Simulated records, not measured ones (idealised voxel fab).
Presented below is a process module, voxel fin reveal.
It is cross-section cut that appears here, measuring 240 nm in width, its square cells being 5 nm in size.
A cross-section is a grid of square cells, given in bands from the top down. A band is one or more rows of cells. A band entry consists of two parts. The first gives the height of the band's top and the height of its bottom, in nm. The rest lists the band's materials from left to right, each with its width in nm. A single material labelled with the word "throughout" fills the band from edge to edge, and the word "blank" marks empty space. Below 0: as-received wafer, all one material; heights counted from there. Lowest band: no bottom, goes on down, written "0 -> down". The two numbers in a width such as "30 to 40" mark its ends across the band: the first belongs to the top row of cells, the second to the bottom row, and from each row to the next the width moves by the same amount. Take "nothing was modified" at face value: in the step it is given for, the cross-section changed in none of its cells. Enclosed voids (no open way to top), threshold 8 cells or more, entry "Enclosed void entries", notation width x height at distance, distance from left edge, nm. Post-settings text on a step line: simulator's own remark regarding the step. overlay nm: right-of-plan distance of the mask on a masked step; negative values mean left-of-plan.
The following list gives the planned process steps:
1 RECEIVE | material Si
2 CONFORMAL_DEP | material SiN | thk nm 5
3 DIRECTIONAL_DEP | material aC | thk nm 15
4 PATTERN | tone cover | mask id FINS | material resist | width nm 15 | pitch nm 45 | thk nm 35 | overlay nm 0
5 DIRECTIONAL_ETCH | etch materials aC | depth nm 15
6 STRIP | etch materials resist
7 DIRECTIONAL_ETCH | etch materials SiN | depth nm 5
8 DIRECTIONAL_ETCH | etch materials Si | depth nm 35
9 STRIP | etch materials aC
10 FILL_DEP | material SiO2 | thk nm 15
11 CMP | height nm 5
12 SELECTIVE_ETCH | etch materials SiO2 | depth nm 30
13 STRIP | etch materials SiN
14 CONFORMAL_DEP | material HfO2 | thk nm 5
Here's what the wafer looked like in cross-section when it arrived - that's after step 1:
0 -> down  Si throughout
Enclosed void entries: none
Below is the wafer in cross-section after the module was completed. It began from the starting point shown above and followed the plan shown above, except that one mistake was made while running it:
5 -> 0  50 of blank; 25 of HfO2; 20 of blank; 25 of HfO2; 20 of blank; 25 of HfO2; 75 of blank
0 -> -20  50 of blank; 5 of HfO2; 15 of Si; 5 of HfO2; 20 of blank; 5 of HfO2; 15 of Si; 5 of HfO2; 20 of blank; 5 of HfO2; 15 of Si; 5 of HfO2; 75 of blank
-20 -> -25  55 of HfO2; 15 of Si; 30 of HfO2; 15 of Si; 30 of HfO2; 15 of Si; 80 of HfO2
-25 -> -35  55 of SiO2; 15 of Si; 30 of SiO2; 15 of Si; 30 of SiO2; 15 of Si; 80 of SiO2
-35 -> down  Si throughout
Enclosed void entries: none
Heads up, the wafer didn't run the way we planned it: step 4 ran with different settings than intended, the actual operation and settings being PATTERN | tone cover | mask id FINS | material resist | width nm 15 | pitch nm 45 | thk nm 35 | overlay nm -10
